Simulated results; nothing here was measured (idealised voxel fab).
This section sets out a process module, namely voxel self aligned contacts.
FYI the section here is cut, 230 nm wide, cells are 5 nm squares.
Just so we're on the same page, the cross-sections are grids of square cells, and they're listed out in bands top to bottom, each band one or more rows deep. Each band's line starts with the height of the band's top and of its bottom, in nm. Then come its materials from left to right, each with its width in nm. One material with "edge to edge" fills the band from edge to edge. "blank" is empty space. Heights are measured from 0, the level below which the as-received wafer is all one material; the lowest band has no bottom and continues downward, written as in "0 -> down". Read "30 to 40" as a graded width: first number on top, second number at the bottom, same change between each pair of neighbouring rows. Any step labelled "remains unaltered" changed none of the cells in the cross-section. Entry "Closed internal cavities". Content: empty spaces with no open connection to the top, size 8 cells or greater. Each: width x height at distance. Distance: from left edge. Unit: nm. Where a step's line continues beyond its settings, the continuation is a remark by the simulator itself on that step. overlay nm: on a step with a mask, how far right of its planned place the mask lay; negative means left.

[The following list gives the planned process steps]
1: RECEIVE,material Si
2: CONFORMAL_DEP,material SiO2,thk nm 5
3: DIRECTIONAL_DEP,material polySi,thk nm 30
4: DIRECTIONAL_DEP,material SiN,thk nm 20
5: PATTERN,tone cover,mask id GATE,material resist,width nm 35,pitch nm 60,thk nm 15,overlay nm 0
6: DIRECTIONAL_ETCH,etch materials SiN,depth nm 20
7: DIRECTIONAL_ETCH,etch materials polySi,depth nm 30
8: STRIP,etch materials resist
9: CONFORMAL_DEP,material SiN,thk nm 5
10: DIRECTIONAL_ETCH,etch materials SiN,depth nm 5
11: FILL_DEP,material SiO2,thk nm 20
12: CMP,height nm 65
13: PATTERN,tone open,mask id CONTACT,material resist,width nm 35,thk nm 15,overlay nm 0
14: DIRECTIONAL_ETCH,etch materials SiO2,depth nm 65
15: STRIP,etch materials resist
16: CONFORMAL_DEP,material TiN,thk nm 5
17: FILL_DEP,material Ru,thk nm 10
18: CMP,height nm 65
19: CONFORMAL_DEP,material SiCN,thk nm 5

[Cross-section, incoming material, after step 1]
0 -> down = Si edge to edge
Closed internal cavities: none

[Starting wafer: above. Plan: above. Run: one mistake. Cross-section after the module: below]
70 -> 65 = SiCN edge to edge
65 -> 60 = Ru edge to edge
60 -> 55 = 110 of TiN, then 5 of Ru, then 115 of TiN
55 -> 35 = 60 of SiO2, then 45 of SiN, then 5 of TiN, then 5 of Ru, then 5 of TiN, then 45 of SiN, then 65 of SiO2
35 -> 5 = 60 of SiO2, then 5 of SiN, then 35 of polySi, then 5 of SiN, then 5 of TiN, then 5 of Ru, then 5 of TiN, then 5 of SiN, then 35 of polySi, then 5 of SiN, then 65 of SiO2
5 -> 0 = 105 of SiO2, then 15 of TiN, then 110 of SiO2
0 -> down = Si edge to edge
Closed internal cavities: none
What was the processing mistake? step 12: run off-plan, actual operation and settings CMP,height nm 55
